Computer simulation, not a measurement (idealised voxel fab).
Herein follows the process module entitled voxel lift off.
It is cross-section cut that appears here, measuring 215 nm in width, its square cells being 5 nm in size.
Bands, listed from the top down, are how a cross-section gets written in this document; the cross-section itself is a grid of square cells, and a band is one or more rows of them.
The band entry comprises the height of the band's top followed by the height of its bottom, expressed in nm, and subsequently the band's materials from left to right, each stated together with its width in nm. Where a single material is marked with the word "all across", that material fills the band from edge to edge. The word "empty" represents empty space.
Convention: height 0 is the level below which the wafer, as received, is all one material. The lowest band does not terminate at the bottom but continues downward, represented as "0 -> down".
A width such as "30->40" changes by the same amount from each row of cells to the next, from the band's top row to its bottom row.
Key: "all unchanged" - step with no changed cell in the cross-section.
Unvented voids: empty space of 8 cells or more with no open way to the top, each as width x height at its distance from the left edge, in nm
Text after the settings on a step's line: the simulator's own remark on that step.
A step line may carry the setting "overlay nm", which, for steps involving a mask, states the distance by which the mask lay to the right of its intended position; negative values denote displacement to the left.

-- List of planned process steps
1. RECEIVE: material Si
2. CONFORMAL_DEP: material Al2O3, thk nm 5
3. PATTERN: tone open, mask id LINES, material resist, width nm 25, pitch nm 40, thk nm 20, overlay nm 0
4. DIRECTIONAL_DEP: material Ru, thk nm 10
5. STRIP: etch materials resist
6. CONFORMAL_DEP: material SiCN, thk nm 5

-- So, the first of our two wafers, run just as we planned it

-- This is the cross-section of the wafer as we received it, i.e. after step 1
0 -> down | Si all across
Unvented voids: none

-- State of the wafer after step 2, shown in cross-section
5 -> 0 | Al2O3 all across
Below 0, no change.

-- State of the wafer after step 3, shown in cross-section
25 -> 5 | resist=35; empty=25; resist=15; empty=25; resist=15; empty=25; resist=15; empty=25; resist=35
Below 5, no change.

-- State of the wafer after step 4, shown in cross-section
35 -> 25 | Ru=35; empty=25; Ru=15; empty=25; Ru=15; empty=25; Ru=15; empty=25; Ru=35
25 -> 15 | resist=35; empty=25; resist=15; empty=25; resist=15; empty=25; resist=15; empty=25; resist=35
15 -> 5 | resist=35; Ru=25; resist=15; Ru=25; resist=15; Ru=25; resist=15; Ru=25; resist=35
Below 5, no change.

-- State of the wafer after step 5, shown in cross-section
15 -> 5 | empty=35; Ru=25; empty=15; Ru=25; empty=15; Ru=25; empty=15; Ru=25; empty=35
Below 5, no change.

-- State of the wafer after step 6, shown in cross-section
20 -> 15 | empty=30; SiCN=35; empty=5; SiCN=35; empty=5; SiCN=35; empty=5; SiCN=35; empty=30
15 -> 10 | empty=30; SiCN=5; Ru=25; SiCN=5; empty=5; SiCN=5; Ru=25; SiCN=5; empty=5; SiCN=5; Ru=25; SiCN=5; empty=5; SiCN=5; Ru=25; SiCN=5; empty=30
10 -> 5 | SiCN=35; Ru=25; SiCN=15; Ru=25; SiCN=15; Ru=25; SiCN=15; Ru=25; SiCN=35
Below 5, no change.

-- Companion wafer, the second of two: same beginning, same intended sequence, one mistake in carrying it out; through step 3 inclusive it tracks the first exactly

-- The second wafer cut through, at the time step 4 was supposed to be finished
40 -> 25 | Ru=35; empty=25; Ru=15; empty=25; Ru=15; empty=25; Ru=15; empty=25; Ru=35
25 -> 20 | resist=35; empty=25; resist=15; empty=25; resist=15; empty=25; resist=15; empty=25; resist=35
20 -> 5 | resist=35; Ru=25; resist=15; Ru=25; resist=15; Ru=25; resist=15; Ru=25; resist=35
Below 5, no change.

-- The second wafer cut through, at the time step 5 was supposed to be finished
20 -> 5 | empty=35; Ru=25; empty=15; Ru=25; empty=15; Ru=25; empty=15; Ru=25; empty=35
Below 5, no change.

-- The second wafer cut through, at the time step 6 was supposed to be finished
25 -> 20 | empty=30; SiCN=35; empty=5; SiCN=35; empty=5; SiCN=35; empty=5; SiCN=35; empty=30
20 -> 10 | empty=30; SiCN=5; Ru=25; SiCN=5; empty=5; SiCN=5; Ru=25; SiCN=5; empty=5; SiCN=5; Ru=25; SiCN=5; empty=5; SiCN=5; Ru=25; SiCN=5; empty=30
10 -> 5 | SiCN=35; Ru=25; SiCN=15; Ru=25; SiCN=15; Ru=25; SiCN=15; Ru=25; SiCN=35
Below 5, no change.
Short version of what went wrong: step 4: run off-plan, actual operation and settings DIRECTIONAL_DEP: material Ru, thk nm 15
Final tally in cells, some materials are higher or lower on the second wafer than on the first: +20 Ru | +8 SiCN
